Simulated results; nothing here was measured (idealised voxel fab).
Process module under the name voxel gate over fins
For reference, the cross-section in this document is cut, with width 280 nm and square cells of 5 nm.
Notation: cross-section as square-cell grid; stated in bands, top first, going down; one or more cell rows per band. What a band's entry tells you: where the top is and where the bottom is, as heights in nm, and after that what lies inside, material by material from left to right, each with its width in nm. Empty space is written as the word "blank", and a single material marked with the word "throughout" occupies the band from edge to edge. Heads up on the height convention: 0 is the point under which the incoming wafer is all one material, and the lowest band has no bottom, it just keeps going down, like "0 -> down". Width spec "30->40" -> top row of cells at first value, bottom row at second value, equal per-row change in between. It should be understood that the words "everything unchanged", when stated for a given step, signify that the cross-section underwent no change in any of its cells during that step. "Fully closed voids" lists enclosed empty spaces (at least 8 cells, no open path upward to the top), each as width x height at distance from the left edge, in nm. It should be noted that, on the line of a given step, the content following the step's settings is a remark produced by the simulator itself with respect to that step. Steps that use a mask can have "overlay nm" on their line. It says how far the mask sat to the right of where it was meant to be. Negative means to the left.
# plan
1,RECEIVE (material Si)
2,CONFORMAL_DEP (material SiN; thk nm 10)
3,DIRECTIONAL_DEP (material aC; thk nm 10)
4,PATTERN (tone cover; mask id FINS; material resist; width nm 15; pitch nm 60; thk nm 25; overlay nm 0)
5,DIRECTIONAL_ETCH (etch materials aC; depth nm 10)
6,STRIP (etch materials resist)
7,DIRECTIONAL_ETCH (etch materials SiN; depth nm 10)
8,DIRECTIONAL_ETCH (etch materials Si; depth nm 30)
9,STRIP (etch materials aC)
10,OXIDIZE (depth nm 5)
11,FILL_DEP (material SiO2; thk nm 5)
12,CMP (height nm 10)
13,PATTERN (tone open; mask id RAIL; material resist; width nm 15; thk nm 20; overlay nm 0)
14,DIRECTIONAL_ETCH (etch materials SiO2; depth nm 35)
15,STRIP (etch materials resist)
16,CONFORMAL_DEP (material TiN; thk nm 5)
17,FILL_DEP (material W; thk nm 10)
18,CMP (height nm 10)
19,SELECTIVE_ETCH (etch materials W Ru TiN; depth nm 30)
20,FILL_DEP (material SiO2; thk nm 5)
21,CMP (height nm 10)
22,SELECTIVE_ETCH (etch materials SiO2; depth nm 25)
23,STRIP (etch materials SiN)
24,CONFORMAL_DEP (material HfO2; thk nm 5)
25,CONFORMAL_DEP (material TiN; thk nm 5)
26,FILL_DEP (material W; thk nm 15)
27,CMP (height nm 20)
28,CONFORMAL_DEP (material SiCN; thk nm 10)
# So, the first of our two wafers, run just as we planned it
# Received-state cross-section, reflecting completion of step 1
0 -> down: Si throughout
Fully closed voids: none
# Upon completion of step 2, the wafer appears in cross-section as shown
10 -> 0: SiN throughout
Rest of section, below 0: as before.
# Upon completion of step 3, the wafer appears in cross-section as shown
20 -> 10: aC throughout
Rest of section, below 10: as before.
# Upon completion of step 4, the wafer appears in cross-section as shown
45 -> 20: blank 70, resist 15, blank 45, resist 15, blank 45, resist 15, blank 75
Rest of section, below 20: as before.
# Upon completion of step 5, the wafer appears in cross-section as shown
35 -> 20: blank 70, resist 15, blank 45, resist 15, blank 45, resist 15, blank 75
20 -> 10: blank 70, aC 15, blank 45, aC 15, blank 45, aC 15, blank 75
Rest of section, below 10: as before.
# Upon completion of step 6, the wafer appears in cross-section as shown
20 -> 10: blank 70, aC 15, blank 45, aC 15, blank 45, aC 15, blank 75
Rest of section, below 10: as before.
# Upon completion of step 7, the wafer appears in cross-section as shown
20 -> 10: blank 70, aC 15, blank 45, aC 15, blank 45, aC 15, blank 75
10 -> 0: blank 70, SiN 15, blank 45, SiN 15, blank 45, SiN 15, blank 75
Rest of section, below 0: as before.
# Upon completion of step 8, the wafer appears in cross-section as shown
20 -> 10: blank 70, aC 15, blank 45, aC 15, blank 45, aC 15, blank 75
10 -> 0: blank 70, SiN 15, blank 45, SiN 15, blank 45, SiN 15, blank 75
0 -> -30: blank 70, Si 15, blank 45, Si 15, blank 45, Si 15, blank 75
Rest of section, below -30: as before.
# Upon completion of step 9, the wafer appears in cross-section as shown
10 -> 0: blank 70, SiN 15, blank 45, SiN 15, blank 45, SiN 15, blank 75
Rest of section, below 0: as before.
# Upon completion of step 10, the wafer appears in cross-section as shown
10 -> 0: blank 70, SiN 15, blank 45, SiN 15, blank 45, SiN 15, blank 75
0 -> -30: blank 70, SiO2 5, Si 5, SiO2 5, blank 45, SiO2 5, Si 5, SiO2 5, blank 45, SiO2 5, Si 5, SiO2 5, blank 75
-30 -> -35: SiO2 75, Si 5, SiO2 55, Si 5, SiO2 55, Si 5, SiO2 80
Rest of section, below -35: as before.
# Upon completion of step 11, the wafer appears in cross-section as shown
15 -> 10: SiO2 throughout
10 -> 0: SiO2 70, SiN 15, SiO2 45, SiN 15, SiO2 45, SiN 15, SiO2 75
0 -> -35: SiO2 75, Si 5, SiO2 55, Si 5, SiO2 55, Si 5, SiO2 80
Rest of section, below -35: as before.
# Upon completion of step 12, the wafer appears in cross-section as shown
10 -> 0: SiO2 70, SiN 15, SiO2 45, SiN 15, SiO2 45, SiN 15, SiO2 75
Rest of section, below 0: as before.
# Upon completion of step 13, the wafer appears in cross-section as shown
30 -> 10: resist 100, blank 15, resist 165
Rest of section, below 10: as before.
# Upon completion of step 14, the wafer appears in cross-section as shown
30 -> 10: resist 100, blank 15, resist 165
10 -> 0: SiO2 70, SiN 15, SiO2 15, blank 15, SiO2 15, SiN 15, SiO2 45, SiN 15, SiO2 75
0 -> -25: SiO2 75, Si 5, SiO2 20, blank 15, SiO2 20, Si 5, SiO2 55, Si 5, SiO2 80
Rest of section, below -25: as before.
# Upon completion of step 15, the wafer appears in cross-section as shown
10 -> 0: SiO2 70, SiN 15, SiO2 15, blank 15, SiO2 15, SiN 15, SiO2 45, SiN 15, SiO2 75
Rest of section, below 0: as before.
# Upon completion of step 16, the wafer appears in cross-section as shown
15 -> 10: TiN 105, blank 5, TiN 170
10 -> 0: SiO2 70, SiN 15, SiO2 15, TiN 5, blank 5, TiN 5, SiO2 15, SiN 15, SiO2 45, SiN 15, SiO2 75
0 -> -20: SiO2 75, Si 5, SiO2 20, TiN 5, blank 5, TiN 5, SiO2 20, Si 5, SiO2 55, Si 5, SiO2 80
-20 -> -25: SiO2 75, Si 5, SiO2 20, TiN 15, SiO2 20, Si 5, SiO2 55, Si 5, SiO2 80
Rest of section, below -25: as before.
# Upon completion of step 17, the wafer appears in cross-section as shown
25 -> 15: W throughout
15 -> 10: TiN 105, W 5, TiN 170
10 -> 0: SiO2 70, SiN 15, SiO2 15, TiN 5, W 5, TiN 5, SiO2 15, SiN 15, SiO2 45, SiN 15, SiO2 75
0 -> -20: SiO2 75, Si 5, SiO2 20, TiN 5, W 5, TiN 5, SiO2 20, Si 5, SiO2 55, Si 5, SiO2 80
Rest of section, below -20: as before.
# Upon completion of step 18, the wafer appears in cross-section as shown
10 -> 0: SiO2 70, SiN 15, SiO2 15, TiN 5, W 5, TiN 5, SiO2 15, SiN 15, SiO2 45, SiN 15, SiO2 75
Rest of section, below 0: as before.
# Upon completion of step 19, the wafer appears in cross-section as shown
10 -> 0: SiO2 70, SiN 15, SiO2 15, blank 15, SiO2 15, SiN 15, SiO2 45, SiN 15, SiO2 75
0 -> -20: SiO2 75, Si 5, SiO2 20, blank 15, SiO2 20, Si 5, SiO2 55, Si 5, SiO2 80
Rest of section, below -20: as before.
# Upon completion of step 20, the wafer appears in cross-section as shown
15 -> 10: SiO2 throughout
10 -> 0: SiO2 70, SiN 15, SiO2 45, SiN 15, SiO2 45, SiN 15, SiO2 75
0 -> -20: SiO2 75, Si 5, SiO2 55, Si 5, SiO2 55, Si 5, SiO2 80
Rest of section, below -20: as before.
# Upon completion of step 21, the wafer appears in cross-section as shown
10 -> 0: SiO2 70, SiN 15, SiO2 45, SiN 15, SiO2 45, SiN 15, SiO2 75
Rest of section, below 0: as before.
# Upon completion of step 22, the wafer appears in cross-section as shown
10 -> 0: blank 70, SiN 15, blank 45, SiN 15, blank 45, SiN 15, blank 75
0 -> -15: blank 75, Si 5, blank 55, Si 5, blank 55, Si 5, blank 80
Rest of section, below -15: as before.
# Upon completion of step 23, the wafer appears in cross-section as shown
0 -> -15: blank 75, Si 5, blank 55, Si 5, blank 55, Si 5, blank 80
Rest of section, below -15: as before.
# Upon completion of step 24, the wafer appears in cross-section as shown
5 -> 0: blank 70, HfO2 15, blank 45, HfO2 15, blank 45, HfO2 15, blank 75
0 -> -10: blank 70, HfO2 5, Si 5, HfO2 5, blank 45, HfO2 5, Si 5, HfO2 5, blank 45, HfO2 5, Si 5, HfO2 5, blank 75
-10 -> -15: HfO2 75, Si 5, HfO2 55, Si 5, HfO2 55, Si 5, HfO2 80
Rest of section, below -15: as before.
# Upon completion of step 25, the wafer appears in cross-section as shown
10 -> 5: blank 65, TiN 25, blank 35, TiN 25, blank 35, TiN 25, blank 70
5 -> 0: blank 65, TiN 5, HfO2 15, TiN 5, blank 35, TiN 5, HfO2 15, TiN 5, blank 35, TiN 5, HfO2 15, TiN 5, blank 70
0 -> -5: blank 65, TiN 5, HfO2 5, Si 5, HfO2 5, TiN 5, blank 35, TiN 5, HfO2 5, Si 5, HfO2 5, TiN 5, blank 35, TiN 5, HfO2 5, Si 5, HfO2 5, TiN 5, blank 70
-5 -> -10: TiN 70, HfO2 5, Si 5, HfO2 5, TiN 45, HfO2 5, Si 5, HfO2 5, TiN 45, HfO2 5, Si 5, HfO2 5, TiN 75
Rest of section, below -10: as before.
# Upon completion of step 26, the wafer appears in cross-section as shown
25 -> 10: W throughout
10 -> 5: W 65, TiN 25, W 35, TiN 25, W 35, TiN 25, W 70
5 -> 0: W 65, TiN 5, HfO2 15, TiN 5, W 35, TiN 5, HfO2 15, TiN 5, W 35, TiN 5, HfO2 15, TiN 5, W 70
0 -> -5: W 65, TiN 5, HfO2 5, Si 5, HfO2 5, TiN 5, W 35, TiN 5, HfO2 5, Si 5, HfO2 5, TiN 5, W 35, TiN 5, HfO2 5, Si 5, HfO2 5, TiN 5, W 70
Rest of section, below -5: as before.
# Upon completion of step 27, the wafer appears in cross-section as shown
20 -> 10: W throughout
Rest of section, below 10: as before.
# Upon completion of step 28, the wafer appears in cross-section as shown
30 -> 20: SiCN throughout
Rest of section, below 20: as before.
# Notes, second wafer: start = first wafer's, plan = first wafer's, execution had one mistake; history identical to first through step 12
# Look at the second wafer in cross-section at the time step 13 ought to have finished
30 -> 10: resist 90, blank 15, resist 175
Rest of section, below 10: as before.
# Look at the second wafer in cross-section at the time step 14 ought to have finished
30 -> 10: resist 90, blank 15, resist 175
10 -> 0: SiO2 70, SiN 15, SiO2 5, blank 15, SiO2 25, SiN 15, SiO2 45, SiN 15, SiO2 75
0 -> -25: SiO2 75, Si 5, SiO2 10, blank 15, SiO2 30, Si 5, SiO2 55, Si 5, SiO2 80
Rest of section, below -25: as before.
# Look at the second wafer in cross-section at the time step 15 ought to have finished
10 -> 0: SiO2 70, SiN 15, SiO2 5, blank 15, SiO2 25, SiN 15, SiO2 45, SiN 15, SiO2 75
Rest of section, below 0: as before.
# Look at the second wafer in cross-section at the time step 16 ought to have finished
15 -> 10: TiN 95, blank 5, TiN 180
10 -> 0: SiO2 70, SiN 15, SiO2 5, TiN 5, blank 5, TiN 5, SiO2 25, SiN 15, SiO2 45, SiN 15, SiO2 75
0 -> -20: SiO2 75, Si 5, SiO2 10, TiN 5, blank 5, TiN 5, SiO2 30, Si 5, SiO2 55, Si 5, SiO2 80
-20 -> -25: SiO2 75, Si 5, SiO2 10, TiN 15, SiO2 30, Si 5, SiO2 55, Si 5, SiO2 80
Rest of section, below -25: as before.
# Look at the second wafer in cross-section at the time step 17 ought to have finished
25 -> 15: W throughout
15 -> 10: TiN 95, W 5, TiN 180
10 -> 0: SiO2 70, SiN 15, SiO2 5, TiN 5, W 5, TiN 5, SiO2 25, SiN 15, SiO2 45, SiN 15, SiO2 75
0 -> -20: SiO2 75, Si 5, SiO2 10, TiN 5, W 5, TiN 5, SiO2 30, Si 5, SiO2 55, Si 5, SiO2 80
Rest of section, below -20: as before.
# Look at the second wafer in cross-section at the time step 18 ought to have finished
10 -> 0: SiO2 70, SiN 15, SiO2 5, TiN 5, W 5, TiN 5, SiO2 25, SiN 15, SiO2 45, SiN 15, SiO2 75
Rest of section, below 0: as before.
# Look at the second wafer in cross-section at the time step 19 ought to have finished
10 -> 0: SiO2 70, SiN 15, SiO2 5, blank 15, SiO2 25, SiN 15, SiO2 45, SiN 15, SiO2 75
0 -> -20: SiO2 75, Si 5, SiO2 10, blank 15, SiO2 30, Si 5, SiO2 55, Si 5, SiO2 80
Rest of section, below -20: as before.
# Look at the second wafer in cross-section at the time step 20 ought to have finished
15 -> 10: SiO2 throughout
10 -> 0: SiO2 70, SiN 15, SiO2 45, SiN 15, SiO2 45, SiN 15, SiO2 75
0 -> -20: SiO2 75, Si 5, SiO2 55, Si 5, SiO2 55, Si 5, SiO2 80
Rest of section, below -20: as before.
# Look at the second wafer in cross-section at the time step 21 ought to have finished
10 -> 0: SiO2 70, SiN 15, SiO2 45, SiN 15, SiO2 45, SiN 15, SiO2 75
Rest of section, below 0: as before.
# Look at the second wafer in cross-section at the time step 22 ought to have finished
10 -> 0: blank 70, SiN 15, blank 45, SiN 15, blank 45, SiN 15, blank 75
0 -> -15: blank 75, Si 5, blank 55, Si 5, blank 55, Si 5, blank 80
Rest of section, below -15: as before.
# Look at the second wafer in cross-section at the time step 23 ought to have finished
0 -> -15: blank 75, Si 5, blank 55, Si 5, blank 55, Si 5, blank 80
Rest of section, below -15: as before.
# Look at the second wafer in cross-section at the time step 24 ought to have finished
5 -> 0: blank 70, HfO2 15, blank 45, HfO2 15, blank 45, HfO2 15, blank 75
0 -> -10: blank 70, HfO2 5, Si 5, HfO2 5, blank 45, HfO2 5, Si 5, HfO2 5, blank 45, HfO2 5, Si 5, HfO2 5, blank 75
-10 -> -15: HfO2 75, Si 5, HfO2 55, Si 5, HfO2 55, Si 5, HfO2 80
Rest of section, below -15: as before.
# Look at the second wafer in cross-section at the time step 25 ought to have finished
10 -> 5: blank 65, TiN 25, blank 35, TiN 25, blank 35, TiN 25, blank 70
5 -> 0: blank 65, TiN 5, HfO2 15, TiN 5, blank 35, TiN 5, HfO2 15, TiN 5, blank 35, TiN 5, HfO2 15, TiN 5, blank 70
0 -> -5: blank 65, TiN 5, HfO2 5, Si 5, HfO2 5, TiN 5, blank 35, TiN 5, HfO2 5, Si 5, HfO2 5, TiN 5, blank 35, TiN 5, HfO2 5, Si 5, HfO2 5, TiN 5, blank 70
-5 -> -10: TiN 70, HfO2 5, Si 5, HfO2 5, TiN 45, HfO2 5, Si 5, HfO2 5, TiN 45, HfO2 5, Si 5, HfO2 5, TiN 75
Rest of section, below -10: as before.
# Look at the second wafer in cross-section at the time step 26 ought to have finished
25 -> 10: W throughout
10 -> 5: W 65, TiN 25, W 35, TiN 25, W 35, TiN 25, W 70
5 -> 0: W 65, TiN 5, HfO2 15, TiN 5, W 35, TiN 5, HfO2 15, TiN 5, W 35, TiN 5, HfO2 15, TiN 5, W 70
0 -> -5: W 65, TiN 5, HfO2 5, Si 5, HfO2 5, TiN 5, W 35, TiN 5, HfO2 5, Si 5, HfO2 5, TiN 5, W 35, TiN 5, HfO2 5, Si 5, HfO2 5, TiN 5, W 70
Rest of section, below -5: as before.
# Look at the second wafer in cross-section at the time step 27 ought to have finished
20 -> 10: W throughout
Rest of section, below 10: as before.
# Look at the second wafer in cross-section at the time step 28 ought to have finished
30 -> 20: SiCN throughout
Rest of section, below 20: as before.
Which mistake was made when the wafer was run? step 13 off recipe, ran as PATTERN (tone open; mask id RAIL; material resist; width nm 15; thk nm 20; overlay nm -10)
Final state: per-material cell counts identical on both wafers; locations differ.
